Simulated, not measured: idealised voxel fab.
Proc. module: voxel gate over fins
Square cell edge 5 nm, section width 240 nm, ID cut.
For the purposes of this document, a cross-section shall be understood as a grid of square cells, specified as bands listed in top-to-bottom order, each band consisting of one or more rows of cells.
Within each band entry, the heights of the top and of the bottom of the band appear first, in that order and in nm; the materials of the band then follow from left to right, each with its corresponding width in nm. The designation "full width" on a single material indicates that it fills the band from edge to edge; the designation "blank" indicates empty space.
Heights are expressed relative to 0, this being the level below which the as-received wafer comprises one material exclusively. The lowest band is unbounded in the downward direction and is denoted as in "0 and below".
It should be noted that a width expressed as "30->40" varies in equal increments from row to row of cells within the band, taking the value of the first number at the top row and that of the second number at the bottom row.
Step marked "left unchanged"? Then no cell in the cross-section changed in it.
Closed empty spaces (no open way to the top) of 8 cells or more are what "Trapped void list" lists, each as width x height at distance from the left edge, nm for all three.
Anything after a step's settings on that line? It's the simulator's own note about the step.
Steps that use a mask can have "overlay nm" on their line. It says how far the mask sat to the right of where it was meant to be. Negative means to the left.
### Below is the list of planned process steps
- 1: RECEIVE (material Si)
- 2: CONFORMAL_DEP (material SiN; thk nm 5)
- 3: DIRECTIONAL_DEP (material aC; thk nm 10)
- 4: PATTERN (tone cover; mask id FINS; material resist; width nm 15; pitch nm 40; thk nm 30; overlay nm 0)
- 5: DIRECTIONAL_ETCH (etch materials aC; depth nm 10)
- 6: STRIP (etch materials resist)
- 7: DIRECTIONAL_ETCH (etch materials SiN; depth nm 5)
- 8: DIRECTIONAL_ETCH (etch materials Si; depth nm 40)
- 9: STRIP (etch materials aC)
- 10: OXIDIZE (depth nm 5)
- 11: FILL_DEP (material SiO2; thk nm 5)
- 12: CMP (height nm 5)
- 13: SELECTIVE_ETCH (etch materials SiO2; depth nm 15)
- 14: STRIP (etch materials SiN)
- 15: CONFORMAL_DEP (material HfO2; thk nm 5)
- 16: CONFORMAL_DEP (material TiN; thk nm 5)
- 17: FILL_DEP (material W; thk nm 15)
- 18: CMP (height nm 20)
- 19: CONFORMAL_DEP (material SiN; thk nm 10)
### Cross-sectional view of the wafer in its as-received condition, corresponding to the state after step 1
	0 and below = Si full width
	Trapped void list: none
### One mistake in running the module, otherwise start and plan as above: cross-section at the end
	30 down to 20 = SiN full width
	20 down to 10 = W full width
	10 down to 5 = W: 65, then TiN: 25, then W: 15, then TiN: 25, then W: 15, then TiN: 25, then W: 70
	5 down to 0 = W: 65, then TiN: 5, then HfO2: 15, then TiN: 5, then W: 15, then TiN: 5, then HfO2: 15, then TiN: 5, then W: 15, then TiN: 5, then HfO2: 15, then TiN: 5, then W: 70
	0 down to -5 = TiN: 70, then HfO2: 5, then Si: 5, then HfO2: 5, then TiN: 5, then W: 15, then TiN: 5, then HfO2: 5, then Si: 5, then HfO2: 5, then TiN: 5, then W: 15, then TiN: 5, then HfO2: 5, then Si: 5, then HfO2: 5, then TiN: 75
	-5 down to -10 = HfO2: 60, then TiN: 10, then HfO2: 5, then Si: 5, then HfO2: 5, then TiN: 25, then HfO2: 5, then Si: 5, then HfO2: 5, then TiN: 25, then HfO2: 5, then Si: 5, then HfO2: 5, then TiN: 10, then HfO2: 65
	-10 down to -15 = SiO2: 55, then HfO2: 20, then Si: 5, then HfO2: 35, then Si: 5, then HfO2: 35, then Si: 5, then HfO2: 20, then SiO2: 60
	-15 down to -45 = SiO2: 75, then Si: 5, then SiO2: 35, then Si: 5, then SiO2: 35, then Si: 5, then SiO2: 80
	-45 and below = Si full width
	Trapped void list: none
what went wrong: the processing plan was not followed for steps 13 and 14, which were run with their positions exchanged
